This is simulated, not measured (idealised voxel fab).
process module | voxel plated lines
cross-section cut | 270 nm wide | cells 5 nm
A cross-section is a grid of square cells, given in bands from the top down. A band is one or more rows of cells.
Each band's line starts with the height of the band's top and of its bottom, in nm. Then come its materials from left to right, each with its width in nm. One material with "throughout" fills the band from edge to edge. "air" is empty space.
Height 0 is the level under which the wafer as received is all one material. The lowest band goes on downwards, as in "0 down".
A width such as "30 to 40" changes by the same amount from each row of cells to the next, from the band's top row to its bottom row.
"no change" after a step means that no cell of the cross-section changed.
closed voids: empty space of 8 cells or more with no open way to the top, each as width x height at its distance from the left edge, in nm
after a step's settings: what the simulator itself notes on the step
overlay nm, on a step with a mask: how far to the right of its planned place the mask lay; to the left if negative
plan
1 op RECEIVE | material Si
2 op CONFORMAL_DEP | material SiO2 | thk nm 15
3 op DIRECTIONAL_DEP | material TiN | thk nm 5
4 op PATTERN | tone open | mask id LINES | material resist | width nm 15 | pitch nm 35 | thk nm 15 | overlay nm 0
5 op EPI | material Ru | thk nm 10
6 op STRIP | etch materials resist
7 op DIRECTIONAL_ETCH | etch materials TiN | depth nm 5
8 op CONFORMAL_DEP | material SiO2 | thk nm 10
as received, after step 1
  0 down: Si throughout
  closed voids: none
first wafer at the end, as planned
  40 to 30: air 80 | SiO2 105 | air 85
  30 to 25: air 80 | SiO2 10 | Ru 15 | SiO2 20 | Ru 15 | SiO2 20 | Ru 15 | SiO2 10 | air 85
  25 to 20: SiO2 90 | Ru 15 | SiO2 20 | Ru 15 | SiO2 20 | Ru 15 | SiO2 95
  20 to 15: SiO2 90 | TiN 15 | SiO2 20 | TiN 15 | SiO2 20 | TiN 15 | SiO2 95
  15 to 0: SiO2 throughout
  0 down: Si throughout
  closed voids: none
second wafer at the end: like start, like plan, one mistake
  40 to 30: air 80 | SiO2 110 | air 80
  30 to 25: air 80 | SiO2 10 | Ru 20 | SiO2 15 | Ru 20 | SiO2 15 | Ru 20 | SiO2 10 | air 80
  25 to 20: SiO2 90 | Ru 20 | SiO2 15 | Ru 20 | SiO2 15 | Ru 20 | SiO2 90
  20 to 15: SiO2 90 | TiN 20 | SiO2 15 | TiN 20 | SiO2 15 | TiN 20 | SiO2 90
  15 to 0: SiO2 throughout
  0 down: Si throughout
  closed voids: none
what went wrong: step 4 ran as: op PATTERN | tone open | mask id LINES | material resist | width nm 20 | pitch nm 35 | thk nm 15 | overlay nm 0
at the end the second wafer has, in cells: 6 more of Ru | 6 fewer of SiO2 | 3 more of TiN
